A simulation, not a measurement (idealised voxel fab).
process module | voxel capacitor over wiring
cross-section cut | 160 nm wide | cells 5 nm
A cross-section is a grid of square cells, given in bands from the top down. A band is one or more rows of cells.
Each band's line starts with the height of the band's top and of its bottom, in nm. Then come its materials from left to right, each with its width in nm. One material with "throughout" fills the band from edge to edge. "air" is empty space.
Height 0 is the level under which the wafer as received is all one material. The lowest band goes on downwards, as in "0 down".
A width such as "30 to 40" changes by the same amount from each row of cells to the next, from the band's top row to its bottom row.
"no change" after a step means that no cell of the cross-section changed.
closed voids: empty space of 8 cells or more with no open way to the top, each as width x height at its distance from the left edge, in nm
after a step's settings: what the simulator itself notes on the step
overlay nm, on a step with a mask: how far to the right of its planned place the mask lay; to the left if negative
Each pair below shows a cross-section before one step and the cross-section after it, down to the lowest band that changed. The line under each pair gives the step between them, with its settings. The pairs can come from different runs of this module on the same starting wafer, so a pair continues from the pair above only where its "before" says so.
before
  40 to 20: lowk 15 | air 30 | lowk 65 | air 30 | lowk 20
  20 to 5: SiO2 throughout
  5 to 0: SiN throughout
  0 down: Si throughout
  closed voids: none
after
  45 to 40: TiN 20 | air 20 | TiN 75 | air 20 | TiN 25
  40 to 25: lowk 15 | TiN 5 | air 20 | TiN 5 | lowk 65 | TiN 5 | air 20 | TiN 5 | lowk 20
  25 to 20: lowk 15 | TiN 30 | lowk 65 | TiN 30 | lowk 20
  below 20: unchanged
  closed voids: none
the step between: op CONFORMAL_DEP | material TiN | thk nm 5
before: the cross-section after the pair above
after
  55 to 45: W throughout
  45 to 40: TiN 20 | W 20 | TiN 75 | W 20 | TiN 25
  40 to 25: lowk 15 | TiN 5 | W 20 | TiN 5 | lowk 65 | TiN 5 | W 20 | TiN 5 | lowk 20
  below 25: unchanged
  closed voids: none
the step between: op FILL_DEP | material W | thk nm 10
before: the cross-section after the pair above
after
  40 to 25: lowk 15 | TiN 5 | W 20 | TiN 5 | lowk 65 | TiN 5 | W 20 | TiN 5 | lowk 20
  below 25: unchanged
  closed voids: none
the step between: op CMP | height nm 40
before: the cross-section after the pair above
after
  45 to 40: SiCN throughout
  below 40: unchanged
  closed voids: none
the step between: op CONFORMAL_DEP | material SiCN | thk nm 5
before: the cross-section after the pair above
after
  55 to 45: SiO2 throughout
  below 45: unchanged
  closed voids: none
the step between: op DIRECTIONAL_DEP | material SiO2 | thk nm 10
before: the cross-section after the pair above
after
  70 to 55: aC throughout
  below 55: unchanged
  closed voids: none
the step between: op DIRECTIONAL_DEP | material aC | thk nm 15
before: the cross-section after the pair above
after
  105 to 70: resist 30 | air 15 | resist 115
  below 70: unchanged
  closed voids: none
the step between: op PATTERN | tone open | mask id PLUG_1 | material resist | width nm 15 | thk nm 35 | overlay nm 0
before: the cross-section after the pair above
after
  90 to 70: resist 30 | air 15 | resist 115
  70 to 55: aC 30 | air 15 | aC 115
  below 55: unchanged
  closed voids: none
the step between: op DIRECTIONAL_ETCH | etch materials aC | depth nm 15
before: the cross-section after the pair above
after
  70 to 55: aC 30 | air 15 | aC 115
  below 55: unchanged
  closed voids: none
the step between: op STRIP | etch materials resist
before: the cross-section after the pair above
after
  70 to 55: aC 30 | air 15 | aC 115
  55 to 45: SiO2 30 | air 15 | SiO2 115
  below 45: unchanged
  closed voids: none
the step between: op DIRECTIONAL_ETCH | etch materials SiO2 | depth nm 10
before: the cross-section after the pair above
after
  70 to 55: aC 30 | air 15 | aC 115
  55 to 45: SiO2 30 | air 15 | SiO2 115
  45 to 40: SiCN 30 | air 15 | SiCN 115
  below 40: unchanged
  closed voids: none
the step between: op DIRECTIONAL_ETCH | etch materials SiCN | depth nm 5
before: the cross-section after the pair above
after
  55 to 45: SiO2 30 | air 15 | SiO2 115
  below 45: unchanged
  closed voids: none
the step between: op STRIP | etch materials aC
before: the cross-section after the pair above
after
  60 to 55: TiN 35 | air 5 | TiN 120
  55 to 45: SiO2 30 | TiN 5 | air 5 | TiN 5 | SiO2 115
  45 to 40: SiCN 30 | TiN 15 | SiCN 115
  below 40: unchanged
  closed voids: none
the step between: op CONFORMAL_DEP | material TiN | thk nm 5
before: the cross-section after the pair above
after
  65 to 60: W throughout
  60 to 55: TiN 35 | W 5 | TiN 120
  55 to 45: SiO2 30 | TiN 5 | W 5 | TiN 5 | SiO2 115
  below 45: unchanged
  closed voids: none
the step between: op FILL_DEP | material W | thk nm 5
before: the cross-section after the pair above
after
  55 to 45: SiO2 30 | TiN 5 | W 5 | TiN 5 | SiO2 115
  below 45: unchanged
  closed voids: none
the step between: op CMP | height nm 55
before: the cross-section after the pair above
after
  60 to 55: TiN throughout
  below 55: unchanged
  closed voids: none
the step between: op DIRECTIONAL_DEP | material TiN | thk nm 5
before: the cross-section after the pair above
after
  65 to 60: HfO2 throughout
  below 60: unchanged
  closed voids: none
the step between: op DIRECTIONAL_DEP | material HfO2 | thk nm 5
before: the cross-section after the pair above
after
  75 to 65: TiN throughout
  below 65: unchanged
  closed voids: none
the step between: op DIRECTIONAL_DEP | material TiN | thk nm 10
before: the cross-section after the pair above
after
  90 to 75: air 30 | resist 70 | air 60
  below 75: unchanged
  closed voids: none
the step between: op PATTERN | tone cover | mask id UPPER_PLATE | material resist | width nm 70 | thk nm 15 | overlay nm 0
before: the cross-section after the pair above
after
  90 to 75: air 30 | resist 70 | air 60
  75 to 65: air 30 | TiN 70 | air 60
  below 65: unchanged
  closed voids: none
the step between: op DIRECTIONAL_ETCH | etch materials TiN | depth nm 10
before: the cross-section after the pair above
after
  90 to 75: air 30 | resist 70 | air 60
  75 to 65: air 30 | TiN 70 | air 60
  65 to 60: air 30 | HfO2 70 | air 60
  below 60: unchanged
  closed voids: none
the step between: op DIRECTIONAL_ETCH | etch materials HfO2 | depth nm 5
before: the cross-section after the pair above
after
  75 to 65: air 30 | TiN 70 | air 60
  below 65: unchanged
  closed voids: none
the step between: op STRIP | etch materials resist
before: the cross-section after the pair above
after
  85 to 75: air 30 | aC 70 | air 60
  75 to 70: air 30 | TiN 70 | air 60
  70 to 65: aC 30 | TiN 70 | aC 60
  65 to 60: aC 30 | HfO2 70 | aC 60
  below 60: unchanged
  closed voids: none
the step between: op DIRECTIONAL_DEP | material aC | thk nm 10
before: the cross-section after the pair above
after
  115 to 85: air 25 | resist 80 | air 55
  85 to 75: air 25 | resist 5 | aC 70 | resist 5 | air 55
  75 to 70: air 25 | resist 5 | TiN 70 | resist 5 | air 55
  below 70: unchanged
  closed voids: none
the step between: op PATTERN | tone cover | mask id LOWER_PLATE | material resist | width nm 80 | thk nm 30 | overlay nm 0
before: the cross-section after the pair above
after
  105 to 85: air 25 | resist 80 | air 55
  85 to 75: air 25 | resist 5 | aC 70 | resist 5 | air 55
  75 to 70: air 25 | resist 5 | TiN 70 | resist 5 | air 55
  70 to 65: air 25 | aC 5 | TiN 70 | aC 5 | air 55
  65 to 60: air 25 | aC 5 | HfO2 70 | aC 5 | air 55
  below 60: unchanged
  closed voids: none
the step between: op DIRECTIONAL_ETCH | etch materials aC | depth nm 10
before: the cross-section after the pair above
after
  85 to 75: air 30 | aC 70 | air 60
  75 to 70: air 30 | TiN 70 | air 60
  below 70: unchanged
  closed voids: none
the step between: op STRIP | etch materials resist
before: the cross-section after the pair above
after
  85 to 75: air 30 | aC 70 | air 60
  75 to 70: air 30 | TiN 70 | air 60
  70 to 65: air 25 | aC 5 | TiN 70 | aC 5 | air 55
  65 to 60: air 25 | aC 5 | HfO2 70 | aC 5 | air 55
  60 to 55: air 25 | TiN 80 | air 55
  below 55: unchanged
  closed voids: none
the step between: op DIRECTIONAL_ETCH | etch materials TiN | depth nm 5
before: the cross-section after the pair above
after
  75 to 65: air 30 | TiN 70 | air 60
  65 to 60: air 30 | HfO2 70 | air 60
  below 60: unchanged
  closed voids: none
the step between: op STRIP | etch materials aC
before: the cross-section after the pair above
after
  90 to 75: SiO2 throughout
  75 to 65: SiO2 30 | TiN 70 | SiO2 60
  65 to 60: SiO2 30 | HfO2 70 | SiO2 60
  60 to 55: SiO2 25 | TiN 80 | SiO2 55
  below 55: unchanged
  closed voids: none
the step between: op FILL_DEP | material SiO2 | thk nm 15
before: the cross-section after the pair above
after
  85 to 75: SiO2 throughout
  below 75: unchanged
  closed voids: none
the step between: op CMP | height nm 85
before: the cross-section after the pair above
after
  100 to 85: aC throughout
  below 85: unchanged
  closed voids: none
the step between: op DIRECTIONAL_DEP | material aC | thk nm 15
before: the cross-section after the pair above
after
  135 to 100: resist 40 | air 15 | resist 105
  below 100: unchanged
  closed voids: none
the step between: op PATTERN | tone open | mask id PLUG_2 | material resist | width nm 15 | thk nm 35 | overlay nm 0
before: the cross-section after the pair above
after
  120 to 100: resist 40 | air 15 | resist 105
  100 to 85: aC 40 | air 15 | aC 105
  below 85: unchanged
  closed voids: none
the step between: op DIRECTIONAL_ETCH | etch materials aC | depth nm 15
before: the cross-section after the pair above
after
  100 to 85: aC 40 | air 15 | aC 105
  below 85: unchanged
  closed voids: none
the step between: op STRIP | etch materials resist
before: the cross-section after the pair above
after
  100 to 85: aC 40 | air 15 | aC 105
  85 to 75: SiO2 40 | air 15 | SiO2 105
  below 75: unchanged
  closed voids: none
the step between: op DIRECTIONAL_ETCH | etch materials SiO2 | depth nm 10
before: the cross-section after the pair above
after
  85 to 75: SiO2 40 | air 15 | SiO2 105
  below 75: unchanged
  closed voids: none
the step between: op STRIP | etch materials aC
before: the cross-section after the pair above
after
  90 to 85: TiN 45 | air 5 | TiN 110
  85 to 80: SiO2 40 | TiN 5 | air 5 | TiN 5 | SiO2 105
  80 to 75: SiO2 40 | TiN 15 | SiO2 105
  below 75: unchanged
  closed voids: none
the step between: op CONFORMAL_DEP | material TiN | thk nm 5
before: the cross-section after the pair above
after
  100 to 90: Cu throughout
  90 to 85: TiN 45 | Cu 5 | TiN 110
  85 to 80: SiO2 40 | TiN 5 | Cu 5 | TiN 5 | SiO2 105
  below 80: unchanged
  closed voids: none
the step between: op FILL_DEP | material Cu | thk nm 10
before: the cross-section after the pair above
after
  85 to 80: SiO2 40 | TiN 5 | Cu 5 | TiN 5 | SiO2 105
  below 80: unchanged
  closed voids: none
the step between: op CMP | height nm 85
before: the cross-section after the pair above
after
  90 to 85: SiCN throughout
  below 85: unchanged
  closed voids: none
the step between: op CONFORMAL_DEP | material SiCN | thk nm 5
before
  60 to 55: TiN throughout
  55 to 45: SiO2 30 | TiN 5 | W 5 | TiN 5 | SiO2 115
  45 to 40: SiCN 30 | TiN 15 | SiCN 115
  40 to 20: lowk 15 | TiN 5 | W 20 | TiN 5 | lowk 65 | TiN 5 | W 20 | TiN 5 | lowk 20
  20 to 15: SiN 15 | TiN 30 | SiN 65 | TiN 30 | SiN 20
  15 to 0: SiO2 throughout
  0 down: Si throughout
  closed voids: none
after
  75 to 60: HfO2 throughout
  below 60: unchanged
  closed voids: none
the step between: op DIRECTIONAL_DEP | material HfO2 | thk nm 15
before: the cross-section after the pair above
after
  85 to 75: TiN throughout
  below 75: unchanged
  closed voids: none
the step between: op DIRECTIONAL_DEP | material TiN | thk nm 10
before: the cross-section after the pair above
after
  100 to 85: air 30 | resist 70 | air 60
  below 85: unchanged
  closed voids: none
the step between: op PATTERN | tone cover | mask id UPPER_PLATE | material resist | width nm 70 | thk nm 15 | overlay nm 0
before: the cross-section after the pair above
after
  100 to 85: air 30 | resist 70 | air 60
  85 to 75: air 30 | TiN 70 | air 60
  below 75: unchanged
  closed voids: none
the step between: op DIRECTIONAL_ETCH | etch materials TiN | depth nm 10
before: the cross-section after the pair above
after
  100 to 85: air 30 | resist 70 | air 60
  85 to 75: air 30 | TiN 70 | air 60
  75 to 70: air 30 | HfO2 70 | air 60
  below 70: unchanged
  closed voids: none
the step between: op DIRECTIONAL_ETCH | etch materials HfO2 | depth nm 5
before: the cross-section after the pair above
after
  85 to 75: air 30 | TiN 70 | air 60
  below 75: unchanged
  closed voids: none
the step between: op STRIP | etch materials resist
before: the cross-section after the pair above
after
  95 to 85: air 30 | aC 70 | air 60
  85 to 80: air 30 | TiN 70 | air 60
  80 to 75: aC 30 | TiN 70 | aC 60
  75 to 70: aC 30 | HfO2 70 | aC 60
  below 70: unchanged
  closed voids: none
the step between: op DIRECTIONAL_DEP | material aC | thk nm 10
before: the cross-section after the pair above
after
  125 to 95: air 25 | resist 80 | air 55
  95 to 85: air 25 | resist 5 | aC 70 | resist 5 | air 55
  85 to 80: air 25 | resist 5 | TiN 70 | resist 5 | air 55
  below 80: unchanged
  closed voids: none
the step between: op PATTERN | tone cover | mask id LOWER_PLATE | material resist | width nm 80 | thk nm 30 | overlay nm 0
before: the cross-section after the pair above
after
  115 to 95: air 25 | resist 80 | air 55
  95 to 85: air 25 | resist 5 | aC 70 | resist 5 | air 55
  85 to 80: air 25 | resist 5 | TiN 70 | resist 5 | air 55
  80 to 75: air 25 | aC 5 | TiN 70 | aC 5 | air 55
  75 to 70: air 25 | aC 5 | HfO2 70 | aC 5 | air 55
  below 70: unchanged
  closed voids: none
the step between: op DIRECTIONAL_ETCH | etch materials aC | depth nm 10
before: the cross-section after the pair above
after
  95 to 85: air 30 | aC 70 | air 60
  85 to 80: air 30 | TiN 70 | air 60
  below 80: unchanged
  closed voids: none
the step between: op STRIP | etch materials resist
before: the cross-section after the pair above
after
  85 to 75: air 30 | TiN 70 | air 60
  75 to 70: air 30 | HfO2 70 | air 60
  below 70: unchanged
  closed voids: none
the step between: op STRIP | etch materials aC
before: the cross-section after the pair above
after
  100 to 85: SiO2 throughout
  85 to 75: SiO2 30 | TiN 70 | SiO2 60
  75 to 70: SiO2 30 | HfO2 70 | SiO2 60
  below 70: unchanged
  closed voids: none
the step between: op FILL_DEP | material SiO2 | thk nm 15
before: the cross-section after the pair above
after
  85 to 75: SiO2 30 | TiN 70 | SiO2 60
  below 75: unchanged
  closed voids: none
the step between: op CMP | height nm 85
before: the cross-section after the pair above
after
  100 to 85: aC throughout
  below 85: unchanged
  closed voids: none
the step between: op DIRECTIONAL_DEP | material aC | thk nm 15
before: the cross-section after the pair above
after
  135 to 100: resist 40 | air 15 | resist 105
  below 100: unchanged
  closed voids: none
the step between: op PATTERN | tone open | mask id PLUG_2 | material resist | width nm 15 | thk nm 35 | overlay nm 0
before: the cross-section after the pair above
after
  120 to 100: resist 40 | air 15 | resist 105
  100 to 85: aC 40 | air 15 | aC 105
  below 85: unchanged
  closed voids: none
the step between: op DIRECTIONAL_ETCH | etch materials aC | depth nm 15
before: the cross-section after the pair above
after
  100 to 85: aC 40 | air 15 | aC 105
  below 85: unchanged
  closed voids: none
the step between: op STRIP | etch materials resist
before: the cross-section after the pair above
after
  85 to 75: SiO2 30 | TiN 70 | SiO2 60
  below 75: unchanged
  closed voids: none
the step between: op STRIP | etch materials aC
before: the cross-section after the pair above
after
  90 to 85: TiN throughout
  below 85: unchanged
  closed voids: none
the step between: op CONFORMAL_DEP | material TiN | thk nm 5
before: the cross-section after the pair above
after
  100 to 90: Cu throughout
  below 90: unchanged
  closed voids: none
the step between: op FILL_DEP | material Cu | thk nm 10
before: the cross-section after the pair above
after
  85 to 75: SiO2 30 | TiN 70 | SiO2 60
  below 75: unchanged
  closed voids: none
the step between: op CMP | height nm 85
before: the cross-section after the pair above
after
  90 to 85: SiCN throughout
  below 85: unchanged
  closed voids: none
the step between: op CONFORMAL_DEP | material SiCN | thk nm 5
before
  75 to 65: TiN throughout
  65 to 60: HfO2 throughout
  60 to 55: TiN throughout
  55 to 45: SiO2 30 | TiN 5 | W 5 | TiN 5 | SiO2 115
  45 to 40: SiCN 30 | TiN 15 | SiCN 115
  40 to 20: lowk 15 | TiN 5 | W 20 | TiN 5 | lowk 65 | TiN 5 | W 20 | TiN 5 | lowk 20
  20 to 15: SiN 15 | TiN 30 | SiN 65 | TiN 30 | SiN 20
  15 to 0: SiO2 throughout
  0 down: Si throughout
  closed voids: none
after
  90 to 75: air 35 | resist 65 | air 60
  below 75: unchanged
  closed voids: none
the step between: op PATTERN | tone cover | mask id UPPER_PLATE | material resist | width nm 65 | thk nm 15 | overlay nm 0
before: the cross-section after the pair above
after
  90 to 75: air 35 | resist 65 | air 60
  75 to 65: air 35 | TiN 65 | air 60
  below 65: unchanged
  closed voids: none
the step between: op DIRECTIONAL_ETCH | etch materials TiN | depth nm 10
before: the cross-section after the pair above
after
  90 to 75: air 35 | resist 65 | air 60
  75 to 65: air 35 | TiN 65 | air 60
  65 to 60: air 35 | HfO2 65 | air 60
  below 60: unchanged
  closed voids: none
the step between: op DIRECTIONAL_ETCH | etch materials HfO2 | depth nm 5
before: the cross-section after the pair above
after
  75 to 65: air 35 | TiN 65 | air 60
  below 65: unchanged
  closed voids: none
the step between: op STRIP | etch materials resist
before: the cross-section after the pair above
after
  85 to 75: air 35 | aC 65 | air 60
  75 to 70: air 35 | TiN 65 | air 60
  70 to 65: aC 35 | TiN 65 | aC 60
  65 to 60: aC 35 | HfO2 65 | aC 60
  below 60: unchanged
  closed voids: none
the step between: op DIRECTIONAL_DEP | material aC | thk nm 10
before: the cross-section after the pair above
after
  115 to 85: air 25 | resist 80 | air 55
  85 to 75: air 25 | resist 10 | aC 65 | resist 5 | air 55
  75 to 70: air 25 | resist 10 | TiN 65 | resist 5 | air 55
  below 70: unchanged
  closed voids: none
the step between: op PATTERN | tone cover | mask id LOWER_PLATE | material resist | width nm 80 | thk nm 30 | overlay nm 0
before: the cross-section after the pair above
after
  105 to 85: air 25 | resist 80 | air 55
  85 to 75: air 25 | resist 10 | aC 65 | resist 5 | air 55
  75 to 70: air 25 | resist 10 | TiN 65 | resist 5 | air 55
  70 to 65: air 25 | aC 10 | TiN 65 | aC 5 | air 55
  65 to 60: air 25 | aC 10 | HfO2 65 | aC 5 | air 55
  below 60: unchanged
  closed voids: none
the step between: op DIRECTIONAL_ETCH | etch materials aC | depth nm 10
before: the cross-section after the pair above
after
  85 to 75: air 35 | aC 65 | air 60
  75 to 70: air 35 | TiN 65 | air 60
  below 70: unchanged
  closed voids: none
the step between: op STRIP | etch materials resist
before: the cross-section after the pair above
after
  85 to 75: air 35 | aC 65 | air 60
  75 to 70: air 35 | TiN 65 | air 60
  70 to 65: air 25 | aC 10 | TiN 65 | aC 5 | air 55
  65 to 60: air 25 | aC 10 | HfO2 65 | aC 5 | air 55
  60 to 55: air 25 | TiN 80 | air 55
  below 55: unchanged
  closed voids: none
the step between: op DIRECTIONAL_ETCH | etch materials TiN | depth nm 5
before: the cross-section after the pair above
after
  75 to 65: air 35 | TiN 65 | air 60
  65 to 60: air 35 | HfO2 65 | air 60
  below 60: unchanged
  closed voids: none
the step between: op STRIP | etch materials aC
before: the cross-section after the pair above
after
  90 to 75: SiO2 throughout
  75 to 65: SiO2 35 | TiN 65 | SiO2 60
  65 to 60: SiO2 35 | HfO2 65 | SiO2 60
  60 to 55: SiO2 25 | TiN 80 | SiO2 55
  below 55: unchanged
  closed voids: none
the step between: op FILL_DEP | material SiO2 | thk nm 15
before: the cross-section after the pair above
after
  85 to 75: SiO2 throughout
  below 75: unchanged
  closed voids: none
the step between: op CMP | height nm 85
before: the cross-section after the pair above
after
  100 to 85: aC throughout
  below 85: unchanged
  closed voids: none
the step between: op DIRECTIONAL_DEP | material aC | thk nm 15
before: the cross-section after the pair above
after
  135 to 100: resist 40 | air 15 | resist 105
  below 100: unchanged
  closed voids: none
the step between: op PATTERN | tone open | mask id PLUG_2 | material resist | width nm 15 | thk nm 35 | overlay nm 0
before: the cross-section after the pair above
after
  120 to 100: resist 40 | air 15 | resist 105
  100 to 85: aC 40 | air 15 | aC 105
  below 85: unchanged
  closed voids: none
the step between: op DIRECTIONAL_ETCH | etch materials aC | depth nm 15
before: the cross-section after the pair above
after
  100 to 85: aC 40 | air 15 | aC 105
  below 85: unchanged
  closed voids: none
the step between: op STRIP | etch materials resist
before: the cross-section after the pair above
after
  100 to 85: aC 40 | air 15 | aC 105
  85 to 75: SiO2 40 | air 15 | SiO2 105
  below 75: unchanged
  closed voids: none
the step between: op DIRECTIONAL_ETCH | etch materials SiO2 | depth nm 10
before: the cross-section after the pair above
after
  85 to 75: SiO2 40 | air 15 | SiO2 105
  below 75: unchanged
  closed voids: none
the step between: op STRIP | etch materials aC
before: the cross-section after the pair above
after
  90 to 85: TiN 45 | air 5 | TiN 110
  85 to 80: SiO2 40 | TiN 5 | air 5 | TiN 5 | SiO2 105
  80 to 75: SiO2 40 | TiN 15 | SiO2 105
  below 75: unchanged
  closed voids: none
the step between: op CONFORMAL_DEP | material TiN | thk nm 5
before: the cross-section after the pair above
after
  100 to 90: Cu throughout
  90 to 85: TiN 45 | Cu 5 | TiN 110
  85 to 80: SiO2 40 | TiN 5 | Cu 5 | TiN 5 | SiO2 105
  below 80: unchanged
  closed voids: none
the step between: op FILL_DEP | material Cu | thk nm 10
before: the cross-section after the pair above
after
  85 to 80: SiO2 40 | TiN 5 | Cu 5 | TiN 5 | SiO2 105
  below 80: unchanged
  closed voids: none
the step between: op CMP | height nm 85
before: the cross-section after the pair above
after
  90 to 85: SiCN throughout
  below 85: unchanged
  closed voids: none
the step between: op CONFORMAL_DEP | material SiCN | thk nm 5
before
  85 to 75: air 30 | aC 70 | air 60
  75 to 70: air 30 | TiN 70 | air 60
  70 to 65: aC 30 | TiN 70 | aC 60
  65 to 60: aC 30 | HfO2 70 | aC 60
  60 to 55: TiN throughout
  55 to 45: SiO2 30 | TiN 5 | W 5 | TiN 5 | SiO2 115
  45 to 40: SiCN 30 | TiN 15 | SiCN 115
  40 to 20: lowk 15 | TiN 5 | W 20 | TiN 5 | lowk 65 | TiN 5 | W 20 | TiN 5 | lowk 20
  20 to 15: SiN 15 | TiN 30 | SiN 65 | TiN 30 | SiN 20
  15 to 0: SiO2 throughout
  0 down: Si throughout
  closed voids: none
after
  115 to 85: air 20 | resist 80 | air 60
  85 to 75: air 20 | resist 10 | aC 70 | air 60
  75 to 70: air 20 | resist 10 | TiN 70 | air 60
  below 70: unchanged
  closed voids: none
the step between: op PATTERN | tone cover | mask id LOWER_PLATE | material resist | width nm 80 | thk nm 30 | overlay nm -5
before: the cross-section after the pair above
after
  105 to 85: air 20 | resist 80 | air 60
  85 to 75: air 20 | resist 10 | aC 70 | air 60
  75 to 70: air 20 | resist 10 | TiN 70 | air 60
  70 to 65: air 20 | aC 10 | TiN 70 | air 60
  65 to 60: air 20 | aC 10 | HfO2 70 | air 60
  below 60: unchanged
  closed voids: none
the step between: op DIRECTIONAL_ETCH | etch materials aC | depth nm 10
before: the cross-section after the pair above
after
  85 to 75: air 30 | aC 70 | air 60
  75 to 70: air 30 | TiN 70 | air 60
  below 70: unchanged
  closed voids: none
the step between: op STRIP | etch materials resist
before: the cross-section after the pair above
after
  85 to 75: air 30 | aC 70 | air 60
  75 to 70: air 30 | TiN 70 | air 60
  70 to 65: air 20 | aC 10 | TiN 70 | air 60
  65 to 60: air 20 | aC 10 | HfO2 70 | air 60
  60 to 55: air 20 | TiN 80 | air 60
  below 55: unchanged
  closed voids: none
the step between: op DIRECTIONAL_ETCH | etch materials TiN | depth nm 5
before: the cross-section after the pair above
after
  75 to 65: air 30 | TiN 70 | air 60
  65 to 60: air 30 | HfO2 70 | air 60
  below 60: unchanged
  closed voids: none
the step between: op STRIP | etch materials aC
before: the cross-section after the pair above
after
  90 to 75: SiO2 throughout
  75 to 65: SiO2 30 | TiN 70 | SiO2 60
  65 to 60: SiO2 30 | HfO2 70 | SiO2 60
  60 to 55: SiO2 20 | TiN 80 | SiO2 60
  below 55: unchanged
  closed voids: none
the step between: op FILL_DEP | material SiO2 | thk nm 15
before: the cross-section after the pair above
after
  85 to 75: SiO2 throughout
  below 75: unchanged
  closed voids: none
the step between: op CMP | height nm 85
before: the cross-section after the pair above
after
  100 to 85: aC throughout
  below 85: unchanged
  closed voids: none
the step between: op DIRECTIONAL_DEP | material aC | thk nm 15
before: the cross-section after the pair above
after
  135 to 100: resist 40 | air 15 | resist 105
  below 100: unchanged
  closed voids: none
the step between: op PATTERN | tone open | mask id PLUG_2 | material resist | width nm 15 | thk nm 35 | overlay nm 0
before: the cross-section after the pair above
after
  120 to 100: resist 40 | air 15 | resist 105
  100 to 85: aC 40 | air 15 | aC 105
  below 85: unchanged
  closed voids: none
the step between: op DIRECTIONAL_ETCH | etch materials aC | depth nm 15
before: the cross-section after the pair above
after
  100 to 85: aC 40 | air 15 | aC 105
  below 85: unchanged
  closed voids: none
the step between: op STRIP | etch materials resist
before: the cross-section after the pair above
after
  100 to 85: aC 40 | air 15 | aC 105
  85 to 75: SiO2 40 | air 15 | SiO2 105
  below 75: unchanged
  closed voids: none
the step between: op DIRECTIONAL_ETCH | etch materials SiO2 | depth nm 10
before: the cross-section after the pair above
after
  85 to 75: SiO2 40 | air 15 | SiO2 105
  below 75: unchanged
  closed voids: none
the step between: op STRIP | etch materials aC
before: the cross-section after the pair above
after
  90 to 85: TiN 45 | air 5 | TiN 110
  85 to 80: SiO2 40 | TiN 5 | air 5 | TiN 5 | SiO2 105
  80 to 75: SiO2 40 | TiN 15 | SiO2 105
  below 75: unchanged
  closed voids: none
the step between: op CONFORMAL_DEP | material TiN | thk nm 5
before: the cross-section after the pair above
after
  100 to 90: Cu throughout
  90 to 85: TiN 45 | Cu 5 | TiN 110
  85 to 80: SiO2 40 | TiN 5 | Cu 5 | TiN 5 | SiO2 105
  below 80: unchanged
  closed voids: none
the step between: op FILL_DEP | material Cu | thk nm 10
before: the cross-section after the pair above
after
  85 to 80: SiO2 40 | TiN 5 | Cu 5 | TiN 5 | SiO2 105
  below 80: unchanged
  closed voids: none
the step between: op CMP | height nm 85
before: the cross-section after the pair above
after
  90 to 85: SiCN throughout
  below 85: unchanged
  closed voids: none
the step between: op CONFORMAL_DEP | material SiCN | thk nm 5
before
  40 to 20: lowk 15 | air 30 | lowk 65 | air 30 | lowk 20
  20 to 15: SiN 15 | air 30 | SiN 65 | air 30 | SiN 20
  15 to 0: SiO2 throughout
  0 down: Si throughout
  closed voids: none
after
  45 to 40: HfO2 20 | air 20 | HfO2 75 | air 20 | HfO2 25
  40 to 20: lowk 15 | HfO2 5 | air 20 | HfO2 5 | lowk 65 | HfO2 5 | air 20 | HfO2 5 | lowk 20
  20 to 15: SiN 15 | HfO2 30 | SiN 65 | HfO2 30 | SiN 20
  below 15: unchanged
  closed voids: none
the step between: op CONFORMAL_DEP | material HfO2 | thk nm 5
before: the cross-section after the pair above
after
  55 to 45: W throughout
  45 to 40: HfO2 20 | W 20 | HfO2 75 | W 20 | HfO2 25
  40 to 20: lowk 15 | HfO2 5 | W 20 | HfO2 5 | lowk 65 | HfO2 5 | W 20 | HfO2 5 | lowk 20
  below 20: unchanged
  closed voids: none
the step between: op FILL_DEP | material W | thk nm 10
before: the cross-section after the pair above
after
  40 to 20: lowk 15 | HfO2 5 | W 20 | HfO2 5 | lowk 65 | HfO2 5 | W 20 | HfO2 5 | lowk 20
  below 20: unchanged
  closed voids: none
the step between: op CMP | height nm 40
before: the cross-section after the pair above
after
  45 to 40: SiCN throughout
  below 40: unchanged
  closed voids: none
the step between: op CONFORMAL_DEP | material SiCN | thk nm 5
before: the cross-section after the pair above
after
  55 to 45: SiO2 throughout
  below 45: unchanged
  closed voids: none
the step between: op DIRECTIONAL_DEP | material SiO2 | thk nm 10
before: the cross-section after the pair above
after
  70 to 55: aC throughout
  below 55: unchanged
  closed voids: none
the step between: op DIRECTIONAL_DEP | material aC | thk nm 15
before: the cross-section after the pair above
after
  105 to 70: resist 30 | air 15 | resist 115
  below 70: unchanged
  closed voids: none
the step between: op PATTERN | tone open | mask id PLUG_1 | material resist | width nm 15 | thk nm 35 | overlay nm 0
before: the cross-section after the pair above
after
  90 to 70: resist 30 | air 15 | resist 115
  70 to 55: aC 30 | air 15 | aC 115
  below 55: unchanged
  closed voids: none
the step between: op DIRECTIONAL_ETCH | etch materials aC | depth nm 15
before: the cross-section after the pair above
after
  70 to 55: aC 30 | air 15 | aC 115
  below 55: unchanged
  closed voids: none
the step between: op STRIP | etch materials resist
before: the cross-section after the pair above
after
  70 to 55: aC 30 | air 15 | aC 115
  55 to 45: SiO2 30 | air 15 | SiO2 115
  below 45: unchanged
  closed voids: none
the step between: op DIRECTIONAL_ETCH | etch materials SiO2 | depth nm 10
before: the cross-section after the pair above
after
  70 to 55: aC 30 | air 15 | aC 115
  55 to 45: SiO2 30 | air 15 | SiO2 115
  45 to 40: SiCN 30 | air 15 | SiCN 115
  below 40: unchanged
  closed voids: none
the step between: op DIRECTIONAL_ETCH | etch materials SiCN | depth nm 5
before: the cross-section after the pair above
after
  55 to 45: SiO2 30 | air 15 | SiO2 115
  below 45: unchanged
  closed voids: none
the step between: op STRIP | etch materials aC
before: the cross-section after the pair above
after
  60 to 55: TiN 35 | air 5 | TiN 120
  55 to 45: SiO2 30 | TiN 5 | air 5 | TiN 5 | SiO2 115
  45 to 40: SiCN 30 | TiN 15 | SiCN 115
  below 40: unchanged
  closed voids: none
the step between: op CONFORMAL_DEP | material TiN | thk nm 5
before: the cross-section after the pair above
after
  65 to 60: W throughout
  60 to 55: TiN 35 | W 5 | TiN 120
  55 to 45: SiO2 30 | TiN 5 | W 5 | TiN 5 | SiO2 115
  below 45: unchanged
  closed voids: none
the step between: op FILL_DEP | material W | thk nm 5
before: the cross-section after the pair above
after
  55 to 45: SiO2 30 | TiN 5 | W 5 | TiN 5 | SiO2 115
  below 45: unchanged
  closed voids: none
the step between: op CMP | height nm 55
before: the cross-section after the pair above
after
  60 to 55: TiN throughout
  below 55: unchanged
  closed voids: none
the step between: op DIRECTIONAL_DEP | material TiN | thk nm 5
before: the cross-section after the pair above
after
  65 to 60: HfO2 throughout
  below 60: unchanged
  closed voids: none
the step between: op DIRECTIONAL_DEP | material HfO2 | thk nm 5
before: the cross-section after the pair above
after
  75 to 65: TiN throughout
  below 65: unchanged
  closed voids: none
the step between: op DIRECTIONAL_DEP | material TiN | thk nm 10
before: the cross-section after the pair above
after
  90 to 75: air 30 | resist 70 | air 60
  below 75: unchanged
  closed voids: none
the step between: op PATTERN | tone cover | mask id UPPER_PLATE | material resist | width nm 70 | thk nm 15 | overlay nm 0
before: the cross-section after the pair above
after
  90 to 75: air 30 | resist 70 | air 60
  75 to 65: air 30 | TiN 70 | air 60
  below 65: unchanged
  closed voids: none
the step between: op DIRECTIONAL_ETCH | etch materials TiN | depth nm 10
